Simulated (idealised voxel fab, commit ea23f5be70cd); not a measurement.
This section sets out a process module, namely voxel released beams.
Square cells of 5 nm make up the cross-section cut, whose width is 250 nm.
In what follows, cross-sections appear as grids of square cells, described through bands that run from the top down, where every band is one or more rows of cells. Look at the band entry: it leads with the top's height and the bottom's height in nm. Then it lists the materials left to right, with a width in nm for each. The word "all across" on a single material says that material fills the band edge to edge. The word "empty" is empty space. Heights from 0 (as-received wafer is one material below). Bottom band endless downward, as "z 0 and below". Graded width ("30 to 40"): value in top row of band = first number; value in bottom row = second number; row-to-row change constant. What does "all unchanged" mean for a step? It means no cell of the cross-section changed in that step. "Enclosed internal voids" contains a list of empty spaces, each no smaller than 8 cells and without an open way to the top, written in the form width x height at distance with the distance from the left edge and all three in nm. Note: text after step settings on the step line = simulator remark on that step. overlay nm: right-of-plan distance of the mask on a masked step; negative values mean left-of-plan.
Process steps (planned)
1 RECEIVE,material Si
2 CONFORMAL_DEP,material Al2O3,thk nm 10
3 DIRECTIONAL_DEP,material SiO2,thk nm 20
4 DIRECTIONAL_DEP,material aC,thk nm 15
5 PATTERN,tone open,mask id ANCHOR,material resist,width nm 25,thk nm 30,overlay nm 0
6 DIRECTIONAL_ETCH,etch materials aC,depth nm 15
7 STRIP,etch materials resist
8 DIRECTIONAL_ETCH,etch materials SiO2,depth nm 20
9 STRIP,etch materials aC
10 CONFORMAL_DEP,material SiN,thk nm 10
11 PATTERN,tone cover,mask id BEAM,material resist,width nm 60,thk nm 15,overlay nm 0
12 DIRECTIONAL_ETCH,etch materials SiN,depth nm 10
13 STRIP,etch materials resist
14 STRIP,etch materials SiO2
For this document, wafers share an identical start and vary in the step 11 width nm; the plan quotes the first wafer's value.
Received wafers, first of several: cross-section after step 1
- z 0 and below = Si all across
- Enclosed internal voids: none
What follows is a table in which each wafer occupies a row; for the wafer as it stands at the close of the module, the row states, material by material, how many cells have been gained (+) or lost (-) since receipt, and then gives its closed voids
width nm 60 | +100 Al2O3 | +40 SiN | Enclosed internal voids: none
width nm 65 | +100 Al2O3 | +42 SiN | Enclosed internal voids: none
width nm 70 | +100 Al2O3 | +44 SiN | Enclosed internal voids: none
width nm 75 | +100 Al2O3 | +46 SiN | Enclosed internal voids: none
width nm 80 | +100 Al2O3 | +48 SiN | Enclosed internal voids: none
width nm 85 | +100 Al2O3 | +50 SiN | Enclosed internal voids: none
